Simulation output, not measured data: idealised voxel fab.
The process module that follows is named voxel transistor to metal.
The cross-section on display is named cut; it measures 190 nm wide, and its cells are 5 nm squares.
For the purposes of this document, a cross-section shall be understood as a grid of square cells, specified as bands listed in top-to-bottom order, each band consisting of one or more rows of cells. Band: top height; bottom height; in nm. Then, left to right: material with width in nm, for each material. "everywhere": a single material spanning edge to edge. "air": empty space. Height is counted from the level 0, under which the received wafer is composed throughout of one material. The lowest of the bands is not closed at the bottom but continues downward, in the notation "from 0 down". Think of "30 to 40" as a width that walks from the first number to the second as you go down the band, top row to bottom row, taking equal-sized steps from row to row. Reading "no alteration" for a step: not a cell of the cross-section changed in it. Sealed void listing: empty space of 8 cells or more with no open way to the top, each as width x height at its distance from the left edge, in nm. Anything after a step's settings on that line? It's the simulator's own note about the step. A step line may carry the setting "overlay nm", which, for steps involving a mask, states the distance by which the mask lay to the right of its intended position; negative values denote displacement to the left.

### List of planned process steps
| 1 | RECEIVE [material Si] |
| 2 | CONFORMAL_DEP [material SiO2] [thk nm 5] |
| 3 | CONFORMAL_DEP [material SiN] [thk nm 15] |
| 4 | MASKED_ETCH [tone cover] [mask id ACTIVE] [width nm 115] [etch materials SiN] [depth nm 15] [overlay nm 0] |
| 5 | MASKED_ETCH [tone cover] [mask id ACTIVE] [width nm 115] [etch materials SiO2] [depth nm 5] [overlay nm 0] |
| 6 | MASKED_ETCH [tone cover] [mask id ACTIVE] [width nm 115] [etch materials Si] [depth nm 30] [overlay nm 0] |
| 7 | OXIDIZE [depth nm 5] |
| 8 | FILL_DEP [material SiO2] [thk nm 10] |
| 9 | CMP [height nm 20] |
| 10 | SELECTIVE_ETCH [etch materials SiO2] [depth nm 15] |
| 11 | STRIP [etch materials SiN] |
| 12 | SELECTIVE_ETCH [etch materials SiO2] [depth nm 5] |
| 13 | OXIDIZE [depth nm 5] |
| 14 | DIRECTIONAL_DEP [material polySi] [thk nm 25] |
| 15 | DIRECTIONAL_DEP [material SiCN] [thk nm 10] |
| 16 | PATTERN [tone cover] [mask id GATE] [material resist] [width nm 25] [thk nm 20] [overlay nm 0] |
| 17 | DIRECTIONAL_ETCH [etch materials SiCN] [depth nm 20] |
| 18 | DIRECTIONAL_ETCH [etch materials polySi] [depth nm 35] |
| 19 | STRIP [etch materials resist] |
| 20 | CONFORMAL_DEP [material SiO2] [thk nm 5] |
| 21 | DIRECTIONAL_ETCH [etch materials SiO2] [depth nm 5] |
| 22 | CONFORMAL_DEP [material SiN] [thk nm 5] |
| 23 | DIRECTIONAL_ETCH [etch materials SiN] [depth nm 5] |
| 24 | DIRECTIONAL_ETCH [etch materials SiO2] [depth nm 5] |
| 25 | EPI [material pSi] [thk nm 5] |
| 26 | FILL_DEP [material SiO2] [thk nm 10] |
| 27 | CMP [height nm 35] |
| 28 | DIRECTIONAL_DEP [material SiO2] [thk nm 10] |
| 29 | MASKED_ETCH [tone open] [mask id CONTACT] [width nm 15] [pitch nm 80] [etch materials SiO2] [depth nm 45] [overlay nm 0] |
| 30 | CONFORMAL_DEP [material TiN] [thk nm 5] |
| 31 | FILL_DEP [material Ru] [thk nm 5] |
| 32 | CMP [height nm 45] |
| 33 | DIRECTIONAL_DEP [material TiN] [thk nm 5] |
| 34 | DIRECTIONAL_DEP [material W] [thk nm 25] |
| 35 | MASKED_ETCH [tone cover] [mask id METAL_1] [width nm 15] [pitch nm 80] [etch materials W] [depth nm 25] [overlay nm 0] |
| 36 | MASKED_ETCH [tone cover] [mask id METAL_1] [width nm 15] [pitch nm 80] [etch materials TiN] [depth nm 5] [overlay nm 0] |
| 37 | CONFORMAL_DEP [material SiCN] [thk nm 5] |
| 38 | FILL_DEP [material SiO2] [thk nm 5] |
| 39 | CMP [height nm 75] |
| 40 | CONFORMAL_DEP [material SiN] [thk nm 5] |

### First wafer out of two, processed as planned

### Shown in cross-section is the wafer as received, that is, as it stands after step 1
	from 0 down = Si everywhere
	Sealed void listing: none

### After step 2, in cross-section
	from 5 to 0 = SiO2 everywhere
	For the remainder of the cross-section, below 0, there is no change.

### After step 3, in cross-section
	from 20 to 5 = SiN everywhere
	For the remainder of the cross-section, below 5, there is no change.

### After step 4, in cross-section
	from 20 to 5 = air 35, SiN 115, air 40
	For the remainder of the cross-section, below 5, there is no change.

### After step 5, in cross-section
	from 20 to 5 = air 35, SiN 115, air 40
	from 5 to 0 = air 35, SiO2 115, air 40
	For the remainder of the cross-section, below 0, there is no change.

### After step 6, in cross-section
	from 20 to 5 = air 35, SiN 115, air 40
	from 5 to 0 = air 35, SiO2 115, air 40
	from 0 to -30 = air 35, Si 115, air 40
	For the remainder of the cross-section, below -30, there is no change.

### After step 7, in cross-section
	from 20 to 5 = air 35, SiN 115, air 40
	from 5 to 0 = air 35, SiO2 115, air 40
	from 0 to -30 = air 35, SiO2 5, Si 105, SiO2 5, air 40
	from -30 to -35 = SiO2 40, Si 105, SiO2 45
	For the remainder of the cross-section, below -35, there is no change.

### After step 8, in cross-section
	from 30 to 20 = SiO2 everywhere
	from 20 to 5 = SiO2 35, SiN 115, SiO2 40
	from 5 to 0 = SiO2 everywhere
	from 0 to -35 = SiO2 40, Si 105, SiO2 45
	For the remainder of the cross-section, below -35, there is no change.

### After step 9, in cross-section
	from 20 to 5 = SiO2 35, SiN 115, SiO2 40
	For the remainder of the cross-section, below 5, there is no change.

### After step 10, in cross-section
	from 20 to 5 = air 35, SiN 115, air 40
	For the remainder of the cross-section, below 5, there is no change.

### After step 11, in cross-section
	from 5 to 0 = SiO2 everywhere
	For the remainder of the cross-section, below 0, there is no change.

### After step 12, in cross-section
	from 0 to -35 = SiO2 40, Si 105, SiO2 45
	For the remainder of the cross-section, below -35, there is no change.

### After step 13, in cross-section
	from 0 to -5 = SiO2 everywhere
	For the remainder of the cross-section, below -5, there is no change.

### After step 14, in cross-section
	from 25 to 0 = polySi everywhere
	For the remainder of the cross-section, below 0, there is no change.

### After step 15, in cross-section
	from 35 to 25 = SiCN everywhere
	For the remainder of the cross-section, below 25, there is no change.

### After step 16, in cross-section
	from 55 to 35 = air 80, resist 25, air 85
	For the remainder of the cross-section, below 35, there is no change.

### After step 17, in cross-section
	from 55 to 35 = air 80, resist 25, air 85
	from 35 to 25 = air 80, SiCN 25, air 85
	For the remainder of the cross-section, below 25, there is no change.

### After step 18, in cross-section
	from 55 to 35 = air 80, resist 25, air 85
	from 35 to 25 = air 80, SiCN 25, air 85
	from 25 to 0 = air 80, polySi 25, air 85
	For the remainder of the cross-section, below 0, there is no change.

### After step 19, in cross-section
	from 35 to 25 = air 80, SiCN 25, air 85
	For the remainder of the cross-section, below 25, there is no change.

### After step 20, in cross-section
	from 40 to 35 = air 75, SiO2 35, air 80
	from 35 to 25 = air 75, SiO2 5, SiCN 25, SiO2 5, air 80
	from 25 to 5 = air 75, SiO2 5, polySi 25, SiO2 5, air 80
	from 5 to 0 = SiO2 80, polySi 25, SiO2 85
	For the remainder of the cross-section, below 0, there is no change.

### After step 21, in cross-section
	from 35 to 25 = air 75, SiO2 5, SiCN 25, SiO2 5, air 80
	from 25 to 0 = air 75, SiO2 5, polySi 25, SiO2 5, air 80
	For the remainder of the cross-section, below 0, there is no change.

### After step 22, in cross-section
	from 40 to 35 = air 70, SiN 45, air 75
	from 35 to 25 = air 70, SiN 5, SiO2 5, SiCN 25, SiO2 5, SiN 5, air 75
	from 25 to 5 = air 70, SiN 5, SiO2 5, polySi 25, SiO2 5, SiN 5, air 75
	from 5 to 0 = SiN 75, SiO2 5, polySi 25, SiO2 5, SiN 80
	For the remainder of the cross-section, below 0, there is no change.

### After step 23, in cross-section
	from 35 to 25 = air 70, SiN 5, SiO2 5, SiCN 25, SiO2 5, SiN 5, air 75
	from 25 to 0 = air 70, SiN 5, SiO2 5, polySi 25, SiO2 5, SiN 5, air 75
	For the remainder of the cross-section, below 0, there is no change.

### After step 24, in cross-section
	from 35 to 30 = air 70, SiN 5, air 5, SiCN 25, air 5, SiN 5, air 75
	from 30 to 25 = air 70, SiN 5, SiO2 5, SiCN 25, SiO2 5, SiN 5, air 75
	from 25 to 0 = air 70, SiN 5, SiO2 5, polySi 25, SiO2 5, SiN 5, air 75
	from 0 to -5 = air 70, SiO2 45, air 75
	For the remainder of the cross-section, below -5, there is no change.

### After step 25, in cross-section
	from 35 to 30 = air 70, SiN 5, air 5, SiCN 25, air 5, SiN 5, air 75
	from 30 to 25 = air 70, SiN 5, SiO2 5, SiCN 25, SiO2 5, SiN 5, air 75
	from 25 to 0 = air 70, SiN 5, SiO2 5, polySi 25, SiO2 5, SiN 5, air 75
	from 0 to -5 = air 35, pSi 35, SiO2 45, pSi 35, air 40
	For the remainder of the cross-section, below -5, there is no change.

### After step 26, in cross-section
	from 45 to 35 = SiO2 everywhere
	from 35 to 25 = SiO2 70, SiN 5, SiO2 5, SiCN 25, SiO2 5, SiN 5, SiO2 75
	from 25 to 0 = SiO2 70, SiN 5, SiO2 5, polySi 25, SiO2 5, SiN 5, SiO2 75
	from 0 to -5 = SiO2 35, pSi 35, SiO2 45, pSi 35, SiO2 40
	For the remainder of the cross-section, below -5, there is no change.

### After step 27, in cross-section
	from 35 to 25 = SiO2 70, SiN 5, SiO2 5, SiCN 25, SiO2 5, SiN 5, SiO2 75
	For the remainder of the cross-section, below 25, there is no change.

### After step 28, in cross-section
	from 45 to 35 = SiO2 everywhere
	For the remainder of the cross-section, below 35, there is no change.

### After step 29, in cross-section
	from 45 to 35 = SiO2 45, air 15, SiO2 65, air 15, SiO2 50
	from 35 to 25 = SiO2 45, air 15, SiO2 10, SiN 5, SiO2 5, SiCN 25, SiO2 5, SiN 5, SiO2 10, air 15, SiO2 50
	from 25 to 0 = SiO2 45, air 15, SiO2 10, SiN 5, SiO2 5, polySi 25, SiO2 5, SiN 5, SiO2 10, air 15, SiO2 50
	For the remainder of the cross-section, below 0, there is no change.

### After step 30, in cross-section
	from 50 to 45 = TiN 50, air 5, TiN 75, air 5, TiN 55
	from 45 to 35 = SiO2 45, TiN 5, air 5, TiN 5, SiO2 65, TiN 5, air 5, TiN 5, SiO2 50
	from 35 to 25 = SiO2 45, TiN 5, air 5, TiN 5, SiO2 10, SiN 5, SiO2 5, SiCN 25, SiO2 5, SiN 5, SiO2 10, TiN 5, air 5, TiN 5, SiO2 50
	from 25 to 5 = SiO2 45, TiN 5, air 5, TiN 5, SiO2 10, SiN 5, SiO2 5, polySi 25, SiO2 5, SiN 5, SiO2 10, TiN 5, air 5, TiN 5, SiO2 50
	from 5 to 0 = SiO2 45, TiN 15, SiO2 10, SiN 5, SiO2 5, polySi 25, SiO2 5, SiN 5, SiO2 10, TiN 15, SiO2 50
	For the remainder of the cross-section, below 0, there is no change.

### After step 31, in cross-section
	from 55 to 50 = Ru everywhere
	from 50 to 45 = TiN 50, Ru 5, TiN 75, Ru 5, TiN 55
	from 45 to 35 = SiO2 45, TiN 5, Ru 5, TiN 5, SiO2 65, TiN 5, Ru 5, TiN 5, SiO2 50
	from 35 to 25 = SiO2 45, TiN 5, Ru 5, TiN 5, SiO2 10, SiN 5, SiO2 5, SiCN 25, SiO2 5, SiN 5, SiO2 10, TiN 5, Ru 5, TiN 5, SiO2 50
	from 25 to 5 = SiO2 45, TiN 5, Ru 5, TiN 5, SiO2 10, SiN 5, SiO2 5, polySi 25, SiO2 5, SiN 5, SiO2 10, TiN 5, Ru 5, TiN 5, SiO2 50
	For the remainder of the cross-section, below 5, there is no change.

### After step 32, in cross-section
	from 45 to 35 = SiO2 45, TiN 5, Ru 5, TiN 5, SiO2 65, TiN 5, Ru 5, TiN 5, SiO2 50
	For the remainder of the cross-section, below 35, there is no change.

### After step 33, in cross-section
	from 50 to 45 = TiN everywhere
	For the remainder of the cross-section, below 45, there is no change.

### After step 34, in cross-section
	from 75 to 50 = W everywhere
	For the remainder of the cross-section, below 50, there is no change.

### After step 35, in cross-section
	from 75 to 50 = air 45, W 15, air 65, W 15, air 50
	For the remainder of the cross-section, below 50, there is no change.

### After step 36, in cross-section
	from 75 to 50 = air 45, W 15, air 65, W 15, air 50
	from 50 to 45 = air 45, TiN 15, air 65, TiN 15, air 50
	For the remainder of the cross-section, below 45, there is no change.

### After step 37, in cross-section
	from 80 to 75 = air 40, SiCN 25, air 55, SiCN 25, air 45
	from 75 to 50 = air 40, SiCN 5, W 15, SiCN 5, air 55, SiCN 5, W 15, SiCN 5, air 45
	from 50 to 45 = SiCN 45, TiN 15, SiCN 65, TiN 15, SiCN 50
	For the remainder of the cross-section, below 45, there is no change.

### After step 38, in cross-section
	from 85 to 80 = SiO2 everywhere
	from 80 to 75 = SiO2 40, SiCN 25, SiO2 55, SiCN 25, SiO2 45
	from 75 to 50 = SiO2 40, SiCN 5, W 15, SiCN 5, SiO2 55, SiCN 5, W 15, SiCN 5, SiO2 45
	For the remainder of the cross-section, below 50, there is no change.

### After step 39, in cross-section
	from 75 to 50 = SiO2 40, SiCN 5, W 15, SiCN 5, SiO2 55, SiCN 5, W 15, SiCN 5, SiO2 45
	For the remainder of the cross-section, below 50, there is no change.

### After step 40, in cross-section
	from 80 to 75 = SiN everywhere
	For the remainder of the cross-section, below 75, there is no change.

### Wafer two: like wafer one in start and plan, but with one mistake in execution; identical up to and including step 30

### Cross-section: second wafer, time at which step 31 was scheduled to end
	from 55 to 50 = SiCN everywhere
	from 50 to 45 = TiN 50, SiCN 5, TiN 75, SiCN 5, TiN 55
	from 45 to 35 = SiO2 45, TiN 5, SiCN 5, TiN 5, SiO2 65, TiN 5, SiCN 5, TiN 5, SiO2 50
	from 35 to 25 = SiO2 45, TiN 5, SiCN 5, TiN 5, SiO2 10, SiN 5, SiO2 5, SiCN 25, SiO2 5, SiN 5, SiO2 10, TiN 5, SiCN 5, TiN 5, SiO2 50
	from 25 to 5 = SiO2 45, TiN 5, SiCN 5, TiN 5, SiO2 10, SiN 5, SiO2 5, polySi 25, SiO2 5, SiN 5, SiO2 10, TiN 5, SiCN 5, TiN 5, SiO2 50
	For the remainder of the cross-section, below 5, there is no change.

### Cross-section: second wafer, time at which step 32 was scheduled to end
	from 45 to 35 = SiO2 45, TiN 5, SiCN 5, TiN 5, SiO2 65, TiN 5, SiCN 5, TiN 5, SiO2 50
	For the remainder of the cross-section, below 35, there is no change.

### Cross-section: second wafer, time at which step 33 was scheduled to end
	from 50 to 45 = TiN everywhere
	For the remainder of the cross-section, below 45, there is no change.

### Cross-section: second wafer, time at which step 34 was scheduled to end
	from 75 to 50 = W everywhere
	For the remainder of the cross-section, below 50, there is no change.

### Cross-section: second wafer, time at which step 35 was scheduled to end
	from 75 to 50 = air 45, W 15, air 65, W 15, air 50
	For the remainder of the cross-section, below 50, there is no change.

### Cross-section: second wafer, time at which step 36 was scheduled to end
	from 75 to 50 = air 45, W 15, air 65, W 15, air 50
	from 50 to 45 = air 45, TiN 15, air 65, TiN 15, air 50
	For the remainder of the cross-section, below 45, there is no change.

### Cross-section: second wafer, time at which step 37 was scheduled to end
	from 80 to 75 = air 40, SiCN 25, air 55, SiCN 25, air 45
	from 75 to 50 = air 40, SiCN 5, W 15, SiCN 5, air 55, SiCN 5, W 15, SiCN 5, air 45
	from 50 to 45 = SiCN 45, TiN 15, SiCN 65, TiN 15, SiCN 50
	For the remainder of the cross-section, below 45, there is no change.

### Cross-section: second wafer, time at which step 38 was scheduled to end
	from 85 to 80 = SiO2 everywhere
	from 80 to 75 = SiO2 40, SiCN 25, SiO2 55, SiCN 25, SiO2 45
	from 75 to 50 = SiO2 40, SiCN 5, W 15, SiCN 5, SiO2 55, SiCN 5, W 15, SiCN 5, SiO2 45
	For the remainder of the cross-section, below 50, there is no change.

### Cross-section: second wafer, time at which step 39 was scheduled to end
	from 75 to 50 = SiO2 40, SiCN 5, W 15, SiCN 5, SiO2 55, SiCN 5, W 15, SiCN 5, SiO2 45
	For the remainder of the cross-section, below 50, there is no change.

### Cross-section: second wafer, time at which step 40 was scheduled to end
	from 80 to 75 = SiN everywhere
	For the remainder of the cross-section, below 75, there is no change.
Nonconformance to the process plan: step 31 was not run as planned; what actually ran was FILL_DEP [material SiCN] [thk nm 5]
The second wafer ends with more or fewer cells of some materials than the first, per final count: -16 Ru, +16 SiCN
